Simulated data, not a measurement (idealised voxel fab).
The process module that follows is named voxel lift off.
Square cell edge 5 nm, section width 270 nm, ID cut.
The cross-sections in this document take the form of a grid made of square cells. They are written out as bands, in order from top to bottom. Each band consists of one or more rows of cells.
Quick guide to a band line: top height, bottom height (nm) up front; then every material left to right with its width in nm. Only one material and it's marked "everywhere"? Then it fills the band edge to edge. And "air" just means empty space.
Heights are measured from 0, the level below which the as-received wafer is all one material; the lowest band has no bottom and continues downward, written as in "top 0, no bottom".
It should be noted that a width expressed as "30->40" varies in equal increments from row to row of cells within the band, taking the value of the first number at the top row and that of the second number at the bottom row.
Step marked "all unchanged"? Then no cell in the cross-section changed in it.
Entry "Enclosed cavities". Content: empty spaces with no open connection to the top, size 8 cells or greater. Each: width x height at distance. Distance: from left edge. Unit: nm.
Step line, after settings: the simulator's comment on this step.
overlay nm: right-of-plan distance of the mask on a masked step; negative values mean left-of-plan.
Process steps - plan:
1 RECEIVE [material Si]
2 CONFORMAL_DEP [material SiO2] [thk nm 5]
3 PATTERN [tone open] [mask id LINES] [material resist] [width nm 25] [pitch nm 50] [thk nm 30] [overlay nm -15]
4 DIRECTIONAL_DEP [material Ru] [thk nm 15]
5 STRIP [etch materials resist]
6 CONFORMAL_DEP [material SiO2] [thk nm 10]
The plan's step 3 overlay nm is the first wafer's value; the wafers differ in this setting and start identical.
As received, i.e. after step 1: cross-section through the first of several wafers:
    top 0, no bottom: Si everywhere
    Enclosed cavities: none
Table: wafers, a row each; end-of-module cell change per material since receipt, gain (+), loss (-); then closed voids:
overlay nm -15 | +60 Ru | +210 SiO2 | Enclosed cavities: none
overlay nm -10 | +60 Ru | +210 SiO2 | Enclosed cavities: none
overlay nm -5 | +60 Ru | +210 SiO2 | Enclosed cavities: none
overlay nm 0 | +60 Ru | +210 SiO2 | Enclosed cavities: none
overlay nm 5 | +60 Ru | +210 SiO2 | Enclosed cavities: none
overlay nm 10 | +60 Ru | +210 SiO2 | Enclosed cavities: none
overlay nm 15 | +60 Ru | +210 SiO2 | Enclosed cavities: none
